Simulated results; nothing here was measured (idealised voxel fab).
process module | voxel wiring stack
Square cell edge 5 nm, section width 195 nm, ID cut.
Format of a cross-section: grid, square cells. Given as bands. Order: top down. Band: one or more rows of cells.
Within each band entry, the heights of the top and of the bottom of the band appear first, in that order and in nm; the materials of the band then follow from left to right, each with its corresponding width in nm. The designation "full width" on a single material indicates that it fills the band from edge to edge; the designation "blank" indicates empty space.
Height is counted from the level 0, under which the received wafer is composed throughout of one material. The lowest of the bands is not closed at the bottom but continues downward, in the notation "z 0 and below".
Width spec "30..40" -> top row of cells at first value, bottom row at second value, equal per-row change in between.
"remained unchanged" after a step means that no cell of the cross-section changed.
"Sealed voids" enumerates empty spaces isolated from the top, with no open way to it, that contain at least 8 cells, giving each as width x height at distance from the left edge, all three in nm.
Read whatever lies past the settings on a step's line as the simulator's own remark about the step.
For masked steps, "overlay nm" on the step line gives how far right of plan the mask actually lay; a minus sign means it lay to the left.
## These are the steps we planned for the process
1: RECEIVE [material Si]
2: CONFORMAL_DEP [material SiO2] [thk nm 15]
3: CONFORMAL_DEP [material SiN] [thk nm 5]
4: DIRECTIONAL_DEP [material lowk] [thk nm 25]
5: DIRECTIONAL_DEP [material aC] [thk nm 15]
6: PATTERN [tone open] [mask id METAL_1] [material resist] [width nm 25] [pitch nm 55] [thk nm 35] [overlay nm 0]
7: DIRECTIONAL_ETCH [etch materials aC] [depth nm 15]
8: STRIP [etch materials resist]
9: DIRECTIONAL_ETCH [etch materials lowk] [depth nm 25]
10: DIRECTIONAL_ETCH [etch materials SiN] [depth nm 5]
11: STRIP [etch materials aC]
12: CONFORMAL_DEP [material TiN] [thk nm 5]
13: FILL_DEP [material Ru] [thk nm 5]
14: CMP [height nm 45]
15: CONFORMAL_DEP [material SiCN] [thk nm 5]
16: DIRECTIONAL_DEP [material SiO2] [thk nm 30]
17: PATTERN [tone open] [mask id METAL_2] [material resist] [width nm 25] [pitch nm 55] [thk nm 15] [overlay nm 0]
18: DIRECTIONAL_ETCH [etch materials SiO2] [depth nm 20]
19: STRIP [etch materials resist]
20: DIRECTIONAL_DEP [material aC] [thk nm 15]
21: PATTERN [tone open] [mask id METAL_2_HOLES] [material resist] [width nm 15] [pitch nm 55] [thk nm 35] [overlay nm 0]
22: DIRECTIONAL_ETCH [etch materials aC] [depth nm 15]
23: STRIP [etch materials resist]
24: DIRECTIONAL_ETCH [etch materials SiO2] [depth nm 10]
25: DIRECTIONAL_ETCH [etch materials SiCN] [depth nm 5]
26: STRIP [etch materials aC]
27: CONFORMAL_DEP [material TiN] [thk nm 5]
28: FILL_DEP [material Cu] [thk nm 5]
29: CMP [height nm 80]
30: CONFORMAL_DEP [material SiCN] [thk nm 5]
31: DIRECTIONAL_DEP [material SiO2] [thk nm 35]
32: PATTERN [tone open] [mask id METAL_3_HOLES] [material resist] [width nm 15] [thk nm 20] [overlay nm 0]
33: DIRECTIONAL_ETCH [etch materials SiO2] [depth nm 35]
34: STRIP [etch materials resist]
35: DIRECTIONAL_DEP [material aC] [thk nm 15]
36: PATTERN [tone open] [mask id METAL_3] [material resist] [width nm 25] [pitch nm 55] [thk nm 35] [overlay nm 0]
37: DIRECTIONAL_ETCH [etch materials aC] [depth nm 15]
38: STRIP [etch materials resist]
39: DIRECTIONAL_ETCH [etch materials SiO2] [depth nm 20]
40: DIRECTIONAL_ETCH [etch materials SiCN] [depth nm 5]
41: STRIP [etch materials aC]
42: CONFORMAL_DEP [material TiN] [thk nm 5]
43: FILL_DEP [material Cu] [thk nm 10]
44: CMP [height nm 120]
45: CONFORMAL_DEP [material SiCN] [thk nm 5]
## Incoming wafer, cross-sectional view, post step 1
  z 0 and below | Si full width
  Sealed voids: none
## Wafer at module end, in section. Began as above, planned as above, run with one mistake
  z 125 to 120 | SiCN full width
  z 120 to 105 | Cu (65) / TiN (5) / SiO2 (10) / TiN (5) / Cu (20) / TiN (5) / SiO2 (25) / TiN (5) / Cu (55)
  z 105 to 100 | TiN (60) / Cu (5) / TiN (5) / SiO2 (10) / TiN (30) / SiO2 (25) / TiN (60)
  z 100 to 90 | SiO2 (55) / TiN (5) / Cu (5) / TiN (5) / SiO2 (125)
  z 90 to 85 | SiO2 (55) / TiN (15) / SiO2 (125)
  z 85 to 80 | SiCN full width
  z 80 to 65 | SiO2 (55) / TiN (5) / Cu (15) / TiN (5) / SiO2 (30) / TiN (5) / Cu (15) / TiN (5) / SiO2 (60)
  z 65 to 60 | SiO2 (55) / TiN (5) / Cu (5) / TiN (15) / SiO2 (30) / TiN (5) / Cu (5) / TiN (15) / SiO2 (60)
  z 60 to 50 | SiO2 (55) / TiN (5) / Cu (5) / TiN (5) / SiO2 (40) / TiN (5) / Cu (5) / TiN (5) / SiO2 (70)
  z 50 to 45 | SiCN (55) / TiN (15) / SiCN (40) / TiN (15) / SiCN (70)
  z 45 to 20 | lowk (55) / TiN (5) / Ru (15) / TiN (5) / lowk (30) / TiN (5) / Ru (15) / TiN (5) / lowk (60)
  z 20 to 15 | SiN (55) / TiN (25) / SiN (30) / TiN (25) / SiN (60)
  z 15 to 0 | SiO2 full width
  z 0 and below | Si full width
  Sealed voids: none
Plan not followed: step 36 ran with different settings than intended, the actual operation and settings being PATTERN [tone cover] [mask id METAL_3] [material resist] [width nm 25] [pitch nm 55] [thk nm 35] [overlay nm 0]
